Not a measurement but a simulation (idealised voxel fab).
process module | voxel transistor to metal
cross-section cut | 165 nm wide | cells 5 nm
A cross-section is a grid of square cells, given in bands from the top down. A band is one or more rows of cells.
Each band's line starts with the height of the band's top and of its bottom, in nm. Then come its materials from left to right, each with its width in nm. One material with "throughout" fills the band from edge to edge. "air" is empty space.
Height 0 is the level under which the wafer as received is all one material. The lowest band goes on downwards, as in "0 down".
A width such as "30 to 40" changes by the same amount from each row of cells to the next, from the band's top row to its bottom row.
"no change" after a step means that no cell of the cross-section changed.
closed voids: empty space of 8 cells or more with no open way to the top, each as width x height at its distance from the left edge, in nm
after a step's settings: what the simulator itself notes on the step
overlay nm, on a step with a mask: how far to the right of its planned place the mask lay; to the left if negative
plan
1 op RECEIVE | material Si
2 op OXIDIZE | depth nm 5
3 op CONFORMAL_DEP | material SiN | thk nm 15
4 op MASKED_ETCH | tone cover | mask id ACTIVE | width nm 105 | etch materials SiN | depth nm 15 | overlay nm 0
5 op MASKED_ETCH | tone cover | mask id ACTIVE | width nm 105 | etch materials SiO2 | depth nm 5 | overlay nm 0
6 op MASKED_ETCH | tone cover | mask id ACTIVE | width nm 105 | etch materials Si | depth nm 35 | overlay nm 0
7 op FILL_DEP | material SiO2 | thk nm 10
8 op CMP | height nm 15
9 op SELECTIVE_ETCH | etch materials SiO2 | depth nm 15
10 op STRIP | etch materials SiN
11 op SELECTIVE_ETCH | etch materials SiO2 | depth nm 5
12 op OXIDIZE | depth nm 5
13 op DIRECTIONAL_DEP | material polySi | thk nm 20
14 op DIRECTIONAL_DEP | material SiCN | thk nm 15
15 op PATTERN | tone cover | mask id GATE | material resist | width nm 15 | thk nm 15 | overlay nm 0
16 op DIRECTIONAL_ETCH | etch materials SiCN | depth nm 25
17 op DIRECTIONAL_ETCH | etch materials polySi | depth nm 30
18 op STRIP | etch materials resist
19 op CONFORMAL_DEP | material SiN | thk nm 5
20 op DIRECTIONAL_ETCH | etch materials SiN | depth nm 5
21 op DIRECTIONAL_ETCH | etch materials SiO2 | depth nm 5
22 op DIRECTIONAL_ETCH | etch materials Si | depth nm 5
23 op EPI | material SiGe | thk nm 15
24 op FILL_DEP | material SiO2 | thk nm 5
25 op CMP | height nm 30
26 op DIRECTIONAL_DEP | material SiO2 | thk nm 10
27 op DIRECTIONAL_DEP | material aC | thk nm 10
28 op PATTERN | tone open | mask id CONTACT | material resist | width nm 20 | pitch nm 75 | thk nm 25 | overlay nm 0
29 op DIRECTIONAL_ETCH | etch materials aC | depth nm 10
30 op STRIP | etch materials resist
31 op DIRECTIONAL_ETCH | etch materials SiO2 | depth nm 50
32 op STRIP | etch materials aC
33 op CONFORMAL_DEP | material TiN | thk nm 5
34 op FILL_DEP | material Ru | thk nm 5
35 op CMP | height nm 40
36 op DIRECTIONAL_DEP | material TiN | thk nm 5
37 op DIRECTIONAL_DEP | material Ru | thk nm 25
38 op PATTERN | tone cover | mask id METAL_1 | material resist | width nm 20 | pitch nm 75 | thk nm 15 | overlay nm 0
39 op DIRECTIONAL_ETCH | etch materials Ru | depth nm 25
40 op DIRECTIONAL_ETCH | etch materials TiN | depth nm 5
41 op STRIP | etch materials resist
42 op CONFORMAL_DEP | material SiCN | thk nm 5
43 op FILL_DEP | material SiO2 | thk nm 10
44 op CMP | height nm 70
45 op CONFORMAL_DEP | material SiN | thk nm 5
varied across the wafers: depth nm of step 22. The plan shows the first wafer's value. All wafers start alike
first wafer as received, after step 1
  0 down: Si throughout
  closed voids: none
each wafer at the end: cells of each material gained (+) or lost (-) since it was received, then its closed voids
depth nm 5 | +68 Ru | -154 Si | +54 SiCN | +62 SiGe | +47 SiN | +362 SiO2 | +44 TiN | +12 polySi | closed voids: none
depth nm 10 | +72 Ru | -170 Si | +54 SiCN | +62 SiGe | +47 SiN | +370 SiO2 | +48 TiN | +12 polySi | closed voids: none
depth nm 15 | +76 Ru | -186 Si | +54 SiCN | +66 SiGe | +47 SiN | +374 SiO2 | +52 TiN | +12 polySi | closed voids: none
depth nm 20 | +76 Ru | -202 Si | +54 SiCN | +72 SiGe | +47 SiN | +384 SiO2 | +52 TiN | +12 polySi | closed voids: none
depth nm 25 | +76 Ru | -218 Si | +54 SiCN | +78 SiGe | +47 SiN | +394 SiO2 | +52 TiN | +12 polySi | closed voids: none
depth nm 30 | +76 Ru | -234 Si | +54 SiCN | +84 SiGe | +47 SiN | +404 SiO2 | +52 TiN | +12 polySi | closed voids: none
